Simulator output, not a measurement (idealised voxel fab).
process module | voxel wiring stack
cross-section cut | 205 nm wide | cells 5 nm
A cross-section is a grid of square cells, given in bands from the top down. A band is one or more rows of cells.
Each band's line starts with the height of the band's top and of its bottom, in nm. Then come its materials from left to right, each with its width in nm. One material with "throughout" fills the band from edge to edge. "air" is empty space.
Height 0 is the level under which the wafer as received is all one material. The lowest band goes on downwards, as in "0 down".
A width such as "30 to 40" changes by the same amount from each row of cells to the next, from the band's top row to its bottom row.
"no change" after a step means that no cell of the cross-section changed.
closed voids: empty space of 8 cells or more with no open way to the top, each as width x height at its distance from the left edge, in nm
after a step's settings: what the simulator itself notes on the step
overlay nm, on a step with a mask: how far to the right of its planned place the mask lay; to the left if negative
plan
1 op RECEIVE | material Si
2 op CONFORMAL_DEP | material SiO2 | thk nm 10
3 op DIRECTIONAL_DEP | material TiN | thk nm 5
4 op DIRECTIONAL_DEP | material W | thk nm 20
5 op PATTERN | tone cover | mask id METAL_1 | material resist | width nm 30 | pitch nm 50 | thk nm 20 | overlay nm 0
6 op DIRECTIONAL_ETCH | etch materials W | depth nm 20
7 op DIRECTIONAL_ETCH | etch materials TiN | depth nm 5
8 op STRIP | etch materials resist
9 op FILL_DEP | material SiO2 | thk nm 10
10 op CMP | height nm 35
11 op CONFORMAL_DEP | material SiCN | thk nm 5
12 op DIRECTIONAL_DEP | material lowk | thk nm 30
13 op PATTERN | tone open | mask id METAL_2_HOLES | material resist | width nm 15 | pitch nm 50 | thk nm 20 | overlay nm 0
14 op DIRECTIONAL_ETCH | etch materials lowk | depth nm 30
15 op STRIP | etch materials resist
16 op PATTERN | tone open | mask id METAL_2 | material resist | width nm 30 | pitch nm 50 | thk nm 15 | overlay nm 0
17 op DIRECTIONAL_ETCH | etch materials lowk | depth nm 15
18 op DIRECTIONAL_ETCH | etch materials SiCN | depth nm 5
19 op STRIP | etch materials resist
20 op CONFORMAL_DEP | material TiN | thk nm 5
21 op FILL_DEP | material Ru | thk nm 5
22 op CMP | height nm 70
23 op CONFORMAL_DEP | material SiCN | thk nm 5
24 op DIRECTIONAL_DEP | material SiO2 | thk nm 25
25 op PATTERN | tone open | mask id METAL_3_HOLES | material resist | width nm 15 | pitch nm 50 | thk nm 20 | overlay nm 0
26 op DIRECTIONAL_ETCH | etch materials SiO2 | depth nm 25
27 op STRIP | etch materials resist
28 op DIRECTIONAL_DEP | material aC | thk nm 15
29 op PATTERN | tone open | mask id METAL_3 | material resist | width nm 30 | pitch nm 50 | thk nm 35 | overlay nm 0
30 op DIRECTIONAL_ETCH | etch materials aC | depth nm 15
31 op STRIP | etch materials resist
32 op DIRECTIONAL_ETCH | etch materials SiO2 | depth nm 15
33 op DIRECTIONAL_ETCH | etch materials SiCN | depth nm 5
34 op STRIP | etch materials aC
35 op CONFORMAL_DEP | material TiN | thk nm 5
36 op FILL_DEP | material Cu | thk nm 10
37 op CMP | height nm 100
38 op CONFORMAL_DEP | material SiCN | thk nm 5
39 op DIRECTIONAL_DEP | material lowk | thk nm 35
40 op DIRECTIONAL_DEP | material aC | thk nm 15
41 op PATTERN | tone open | mask id METAL_4 | material resist | width nm 30 | pitch nm 50 | thk nm 30 | overlay nm 0
42 op DIRECTIONAL_ETCH | etch materials aC | depth nm 15
43 op STRIP | etch materials resist
44 op DIRECTIONAL_ETCH | etch materials lowk | depth nm 20
45 op STRIP | etch materials aC
46 op PATTERN | tone open | mask id METAL_4_HOLES | material resist | width nm 15 | pitch nm 50 | thk nm 20 | overlay nm 0
47 op DIRECTIONAL_ETCH | etch materials lowk | depth nm 15
48 op DIRECTIONAL_ETCH | etch materials SiCN | depth nm 5
49 op STRIP | etch materials resist
50 op CONFORMAL_DEP | material TiN | thk nm 5
51 op FILL_DEP | material Ru | thk nm 5
52 op CMP | height nm 140
53 op CONFORMAL_DEP | material SiCN | thk nm 5
as received, after step 1
  0 down: Si throughout
  closed voids: none
a wafer at the end: this start, this plan, one mistake
  145 to 140: SiCN throughout
  140 to 125: lowk 60 | TiN 5 | Ru 20 | TiN 5 | lowk 20 | TiN 5 | Ru 20 | TiN 5 | lowk 65
  125 to 120: lowk 60 | TiN 5 | Ru 5 | TiN 20 | lowk 20 | TiN 5 | Ru 5 | TiN 20 | lowk 65
  120 to 105: lowk 60 | TiN 5 | Ru 5 | TiN 5 | lowk 35 | TiN 5 | Ru 5 | TiN 5 | lowk 80
  105 to 100: SiCN 60 | TiN 15 | SiCN 35 | TiN 15 | SiCN 80
  100 to 90: Cu 70 | TiN 5 | SiO2 15 | TiN 5 | Cu 25 | TiN 5 | SiO2 15 | TiN 5 | Cu 60
  90 to 85: TiN 65 | Cu 5 | TiN 5 | SiO2 15 | TiN 25 | Cu 5 | TiN 5 | SiO2 15 | TiN 65
  85 to 80: SiO2 60 | TiN 5 | Cu 5 | TiN 5 | SiO2 35 | TiN 5 | Cu 5 | TiN 5 | SiO2 80
  80 to 75: SiO2 60 | TiN 15 | SiO2 35 | TiN 15 | SiO2 80
  75 to 70: SiCN throughout
  70 to 60: lowk 60 | TiN 5 | Ru 20 | TiN 5 | lowk 20 | TiN 5 | Ru 20 | TiN 5 | lowk 65
  60 to 55: lowk 60 | TiN 5 | Ru 5 | TiN 20 | lowk 20 | TiN 5 | Ru 5 | TiN 20 | lowk 65
  55 to 40: lowk 60 | TiN 5 | Ru 5 | TiN 5 | lowk 35 | TiN 5 | Ru 5 | TiN 5 | lowk 80
  40 to 35: SiCN 60 | TiN 15 | SiCN 35 | TiN 15 | SiCN 80
  35 to 15: SiO2 60 | W 30 | SiO2 20 | W 30 | SiO2 65
  15 to 10: SiO2 60 | TiN 30 | SiO2 20 | TiN 30 | SiO2 65
  10 to 0: SiO2 throughout
  0 down: Si throughout
  closed voids: none
what went wrong: step 29 ran as: op PATTERN | tone cover | mask id METAL_3 | material resist | width nm 30 | pitch nm 50 | thk nm 35 | overlay nm 0
